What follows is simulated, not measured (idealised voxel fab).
process module | voxel transistor to metal
cross-section cut | 300 nm wide | cells 5 nm
A cross-section is a grid of square cells, given in bands from the top down. A band is one or more rows of cells.
Each band's line starts with the height of the band's top and of its bottom, in nm. Then come its materials from left to right, each with its width in nm. One material with "throughout" fills the band from edge to edge. "air" is empty space.
Height 0 is the level under which the wafer as received is all one material. The lowest band goes on downwards, as in "0 down".
A width such as "30 to 40" changes by the same amount from each row of cells to the next, from the band's top row to its bottom row.
"no change" after a step means that no cell of the cross-section changed.
closed voids: empty space of 8 cells or more with no open way to the top, each as width x height at its distance from the left edge, in nm
after a step's settings: what the simulator itself notes on the step
overlay nm, on a step with a mask: how far to the right of its planned place the mask lay; to the left if negative
plan
1 op RECEIVE | material Si
2 op OXIDIZE | depth nm 5
3 op CONFORMAL_DEP | material SiN | thk nm 10
4 op PATTERN | tone cover | mask id ACTIVE | material resist | width nm 110 | pitch nm 140 | thk nm 20 | overlay nm 0
5 op DIRECTIONAL_ETCH | etch materials SiN | depth nm 10
6 op DIRECTIONAL_ETCH | etch materials SiO2 | depth nm 5
7 op DIRECTIONAL_ETCH | etch materials Si | depth nm 20
8 op STRIP | etch materials resist
9 op FILL_DEP | material SiO2 | thk nm 10
10 op CMP | height nm 10
11 op SELECTIVE_ETCH | etch materials SiO2 | depth nm 5
12 op STRIP | etch materials SiN
13 op SELECTIVE_ETCH | etch materials SiO2 | depth nm 5
14 op OXIDIZE | depth nm 5
15 op DIRECTIONAL_DEP | material polySi | thk nm 25
16 op DIRECTIONAL_DEP | material SiCN | thk nm 10
17 op MASKED_ETCH | tone cover | mask id GATE | width nm 20 | pitch nm 140 | etch materials SiCN | depth nm 20 | overlay nm 0
18 op MASKED_ETCH | tone cover | mask id GATE | width nm 20 | pitch nm 140 | etch materials polySi | depth nm 35 | overlay nm 0
19 op CONFORMAL_DEP | material SiN | thk nm 5
20 op DIRECTIONAL_ETCH | etch materials SiN | depth nm 5
21 op DIRECTIONAL_ETCH | etch materials SiO2 | depth nm 5
22 op DIRECTIONAL_ETCH | etch materials Si | depth nm 15
23 op EPI | material SiGe | thk nm 15
24 op FILL_DEP | material SiO2 | thk nm 5
25 op CMP | height nm 30
26 op DIRECTIONAL_DEP | material SiO2 | thk nm 15
27 op MASKED_ETCH | tone open | mask id CONTACT | width nm 35 | etch materials SiO2 | depth nm 55 | overlay nm 0
28 op CONFORMAL_DEP | material TiN | thk nm 5
29 op FILL_DEP | material W | thk nm 5
30 op CMP | height nm 45
31 op CONFORMAL_DEP | material SiN | thk nm 5
32 op DIRECTIONAL_DEP | material lowk | thk nm 25
33 op MASKED_ETCH | tone open | mask id METAL_1 | width nm 20 | etch materials lowk | depth nm 25 | overlay nm 0
34 op MASKED_ETCH | tone open | mask id METAL_1 | width nm 20 | etch materials SiN | depth nm 5 | overlay nm 0
35 op CONFORMAL_DEP | material TiN | thk nm 5
36 op FILL_DEP | material Ru | thk nm 5
37 op CMP | height nm 75
38 op EPI | material Ru | thk nm 5
39 op FILL_DEP | material SiCN | thk nm 5
40 op DIRECTIONAL_DEP | material SiO2 | thk nm 35
41 op DIRECTIONAL_DEP | material aC | thk nm 10
42 op PATTERN | tone open | mask id METAL_2 | material resist | width nm 20 | pitch nm 140 | thk nm 30 | overlay nm 0
43 op DIRECTIONAL_ETCH | etch materials aC | depth nm 10
44 op STRIP | etch materials resist
45 op DIRECTIONAL_ETCH | etch materials SiO2 | depth nm 20
46 op STRIP | etch materials aC
47 op PATTERN | tone open | mask id METAL_2_HOLES | material resist | width nm 15 | pitch nm 140 | thk nm 20 | overlay nm 0
48 op DIRECTIONAL_ETCH | etch materials SiO2 | depth nm 15
49 op DIRECTIONAL_ETCH | etch materials SiCN | depth nm 5
50 op STRIP | etch materials resist
51 op CONFORMAL_DEP | material TiN | thk nm 5
52 op FILL_DEP | material Ru | thk nm 5
53 op CMP | height nm 120
54 op CONFORMAL_DEP | material SiCN | thk nm 5
as received, after step 1
  0 down: Si throughout
  closed voids: none
a wafer at the end: this start, this plan, one mistake
  125 to 120: SiCN throughout
  120 to 105: SiO2 30 | TiN 5 | Ru 10 | TiN 5 | SiO2 120 | TiN 5 | Ru 10 | TiN 5 | SiO2 110
  105 to 100: SiO2 30 | TiN 5 | Ru 5 | TiN 10 | SiO2 120 | TiN 5 | Ru 5 | TiN 10 | SiO2 110
  100 to 85: SiO2 30 | TiN 5 | Ru 5 | TiN 5 | SiO2 125 | TiN 5 | Ru 5 | TiN 5 | SiO2 115
  85 to 80: SiCN 30 | TiN 15 | SiCN 125 | TiN 15 | SiCN 115
  80 to 75: SiCN 25 | Ru 30 | SiCN 50 | Ru 30 | SiCN 30 | Ru 30 | SiCN 50 | Ru 30 | SiCN 25
  75 to 50: lowk 30 | TiN 5 | Ru 10 | TiN 5 | lowk 60 | TiN 5 | Ru 10 | TiN 5 | lowk 40 | TiN 5 | Ru 10 | TiN 5 | lowk 60 | TiN 5 | Ru 10 | TiN 5 | lowk 30
  50 to 45: SiN 30 | TiN 20 | SiN 60 | TiN 20 | SiN 40 | TiN 20 | SiN 60 | TiN 20 | SiN 30
  45 to 30: SiO2 30 | TiN 5 | W 25 | TiN 5 | SiO2 30 | TiN 5 | W 25 | TiN 5 | SiO2 40 | TiN 5 | W 25 | TiN 5 | SiO2 30 | TiN 5 | W 25 | TiN 5 | SiO2 30
  30 to 20: SiO2 30 | TiN 5 | W 25 | TiN 5 | SiN 5 | SiCN 20 | SiN 5 | TiN 5 | W 25 | TiN 5 | SiO2 40 | TiN 5 | W 25 | TiN 5 | SiN 5 | SiCN 20 | SiN 5 | TiN 5 | W 25 | TiN 5 | SiO2 30
  20 to 10: SiO2 30 | TiN 5 | W 25 | TiN 5 | SiN 5 | polySi 20 | SiN 5 | TiN 5 | W 25 | TiN 5 | SiO2 40 | TiN 5 | W 25 | TiN 5 | SiN 5 | polySi 20 | SiN 5 | TiN 5 | W 25 | TiN 5 | SiO2 30
  10 to 5: SiO2 30 | TiN 5 | W 10 | TiN 20 | SiN 5 | polySi 20 | SiN 5 | TiN 20 | W 10 | TiN 5 | SiO2 40 | TiN 5 | W 10 | TiN 20 | SiN 5 | polySi 20 | SiN 5 | TiN 20 | W 10 | TiN 5 | SiO2 30
  5 to 0: SiO2 30 | TiN 20 | SiGe 15 | SiN 5 | polySi 20 | SiN 5 | SiGe 15 | TiN 20 | SiO2 40 | TiN 20 | SiGe 15 | SiN 5 | polySi 20 | SiN 5 | SiGe 15 | TiN 20 | SiO2 30
  0 to -5: SiO2 15 | SiN 5 | SiGe 25 | TiN 5 | SiGe 15 | SiN 5 | polySi 20 | SiN 5 | SiGe 15 | TiN 5 | SiGe 25 | SiN 5 | SiO2 10 | SiN 5 | SiGe 25 | TiN 5 | SiGe 15 | SiN 5 | polySi 20 | SiN 5 | SiGe 15 | TiN 5 | SiGe 25 | SiN 5 | SiO2 15
  -5 to -10: SiO2 15 | SiN 10 | SiGe 20 | TiN 5 | SiGe 15 | SiO2 30 | SiGe 15 | TiN 5 | SiGe 20 | SiN 10 | SiO2 10 | SiN 10 | SiGe 20 | TiN 5 | SiGe 15 | SiO2 30 | SiGe 15 | TiN 5 | SiGe 20 | SiN 10 | SiO2 15
  -10 to -15: SiO2 30 | SiGe 35 | Si 30 | SiGe 35 | SiO2 40 | SiGe 35 | Si 30 | SiGe 35 | SiO2 30
  -15 to -25: SiO2 25 | Si 5 | SiGe 35 | Si 30 | SiGe 35 | Si 5 | SiO2 30 | Si 5 | SiGe 35 | Si 30 | SiGe 35 | Si 5 | SiO2 25
  -25 down: Si throughout
  closed voids: none
what went wrong: steps 11 and 12 were swapped
